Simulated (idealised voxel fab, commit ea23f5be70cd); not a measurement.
voxel tone inversion: a process module
Square cells of 5 nm make up the cross-section cut, whose width is 210 nm.
In this document a cross-section is written as a grid of square cells. It is given as a series of bands, listed from the top down, and a band is one or more rows of cells. Band entry format. Leading values: height of top, height of bottom, nm. Remainder: materials in left-to-right order, each with its width in nm. Special words: "everywhere" on a single material, which then fills the band edge to edge; "blank", empty space. Height reference: 0 = level under which incoming wafer is all one material. Lowest band: no bottom, runs on downward, e.g. "0 -> down". You'd read "30 to 40" like this: the band's top row of cells is as wide as the first number, its bottom row is as wide as the second, and going down, every row changes width by the same amount as the row before did. Where a step carries "left unchanged", the cross-section came out of it unchanged, cell for cell. Any empty space of 8 cells or more lacking an open way to the top shows up in "Closed void listing" as width x height at distance, distance from the left edge, in nm. That trailing text on a step's line, after the settings, is the simulator's own remark on the step. For masked steps, "overlay nm" on the step line gives how far right of plan the mask actually lay; a minus sign means it lay to the left.
-- List of planned process steps
| 1 | RECEIVE with material Si |
| 2 | CONFORMAL_DEP with material SiCN, thk nm 5 |
| 3 | DIRECTIONAL_DEP with material aC, thk nm 25 |
| 4 | PATTERN with tone cover, mask id POSTS, material resist, width nm 15, pitch nm 40, thk nm 30, overlay nm 0 |
| 5 | DIRECTIONAL_ETCH with etch materials aC, depth nm 25 |
| 6 | STRIP with etch materials resist |
| 7 | FILL_DEP with material lowk, thk nm 5 |
| 8 | CMP with height nm 30 |
| 9 | STRIP with etch materials aC |
| 10 | CONFORMAL_DEP with material TiN, thk nm 5 |
| 11 | FILL_DEP with material Ru, thk nm 10 |
| 12 | CMP with height nm 30 |
| 13 | CONFORMAL_DEP with material SiCN, thk nm 5 |
-- Step 1 complete: cross-section of the wafer as received
0 -> down  Si everywhere
Closed void listing: none
-- Cross-sectional view of the first of the two wafers upon completion of the module, processed in accordance with the plan
35 -> 30  SiCN everywhere
30 -> 10  75 lowk; 5 TiN; 5 Ru; 5 TiN; 25 lowk; 5 TiN; 5 Ru; 5 TiN; 80 lowk
10 -> 5  75 lowk; 15 TiN; 25 lowk; 15 TiN; 80 lowk
5 -> 0  SiCN everywhere
0 -> down  Si everywhere
Closed void listing: none
-- Cross-sectional view: second of two wafers, end of module; start and plan identical to the first, one mistake in running
35 -> 30  SiCN everywhere
30 -> 10  75 lowk; 5 TiN; 5 lowk; 5 TiN; 25 lowk; 5 TiN; 5 lowk; 5 TiN; 80 lowk
10 -> 5  75 lowk; 15 TiN; 25 lowk; 15 TiN; 80 lowk
5 -> 0  SiCN everywhere
0 -> down  Si everywhere
Closed void listing: none
Against the plan, the run slipped here: step 11 went in with a setting other than planned; the actual run was FILL_DEP with material lowk, thk nm 10
The closing comparison, in cells, has the second wafer with more or fewer of some materials than the first: Ru: 8 fewer; lowk: 8 more
